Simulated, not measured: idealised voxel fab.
Presented below is a process module, voxel tone inversion.
Shown is cross-section cut, with a width of 195 nm and square cells of size 5 nm.
We lay out every cross-section as a grid of square cells and spell it out in bands from the top down, where one band means one or more rows of cells. Heads up on the band format: heights come first, top then bottom, in nm. After that it's the materials left to right, each with its width in nm. A single material flagged "throughout" fills the whole band edge to edge, and "air" means there's empty space there. All heights in this document are referenced to 0, defined as the level beneath which the wafer, as received, consists entirely of one material. The lowest band is not bounded below; it extends indefinitely downward and is written in the form "from 0 down". A width such as "30->40" changes by the same amount from each row of cells to the next, from the band's top row to its bottom row. Where the words "no change occurred" appear for a step, the cross-section shows no cell changed by that step; every cell remained as before. This entry, "Enclosed void inventory", enumerates those empty regions of no fewer than 8 cells that possess no open connection to the top. Each region is reported in the form width x height at distance, the distance being taken from the left edge, with all three quantities expressed in nm. If you see something after the settings on a step's line, that's the simulator's own remark about that step. overlay nm: mask offset rightward from planned place, masked step; negative means leftward offset.

This section lists the process steps that were planned
1. RECEIVE with material Si
2. CONFORMAL_DEP with material SiCN, thk nm 10
3. DIRECTIONAL_DEP with material polySi, thk nm 15
4. PATTERN with tone cover, mask id POSTS, material resist, width nm 20, pitch nm 35, thk nm 25, overlay nm 0
5. DIRECTIONAL_ETCH with etch materials polySi, depth nm 15
6. STRIP with etch materials resist
7. FILL_DEP with material SiO2, thk nm 5
8. CMP with height nm 25
9. STRIP with etch materials polySi
10. CONFORMAL_DEP with material TiN, thk nm 5
11. FILL_DEP with material Cu, thk nm 5
12. CMP with height nm 25
13. CONFORMAL_DEP with material SiCN, thk nm 5

As-received wafer cross-section (after step 1)
from 0 down = Si throughout
Enclosed void inventory: none

Cross-section: first of two wafers, module finished, run according to plan
from 30 to 25 = SiCN throughout
from 25 to 15 = SiO2=35 | TiN=5 | Cu=10 | TiN=5 | SiO2=15 | TiN=5 | Cu=10 | TiN=5 | SiO2=15 | TiN=5 | Cu=10 | TiN=5 | SiO2=15 | TiN=5 | Cu=10 | TiN=5 | SiO2=35
from 15 to 10 = SiO2=35 | TiN=20 | SiO2=15 | TiN=20 | SiO2=15 | TiN=20 | SiO2=15 | TiN=20 | SiO2=35
from 10 to 0 = SiCN throughout
from 0 down = Si throughout
Enclosed void inventory: none

Second of two wafers, module complete, sectioned: it shares the first wafer's start and plan but was run with one mistake
from 30 to 25 = SiCN throughout
from 25 to 15 = SiO2=25 | TiN=5 | Cu=10 | TiN=5 | SiO2=15 | TiN=5 | Cu=10 | TiN=5 | SiO2=15 | TiN=5 | Cu=10 | TiN=5 | SiO2=15 | TiN=5 | Cu=10 | TiN=5 | SiO2=45
from 15 to 10 = SiO2=25 | TiN=20 | SiO2=15 | TiN=20 | SiO2=15 | TiN=20 | SiO2=15 | TiN=20 | SiO2=45
from 10 to 0 = SiCN throughout
from 0 down = Si throughout
Enclosed void inventory: none
Deviation from plan: rather than as planned, step 4 actually ran as PATTERN with tone cover, mask id POSTS, material resist, width nm 20, pitch nm 35, thk nm 25, overlay nm -10
Final wafers compared: equal cell tally per material, rearranged layout.
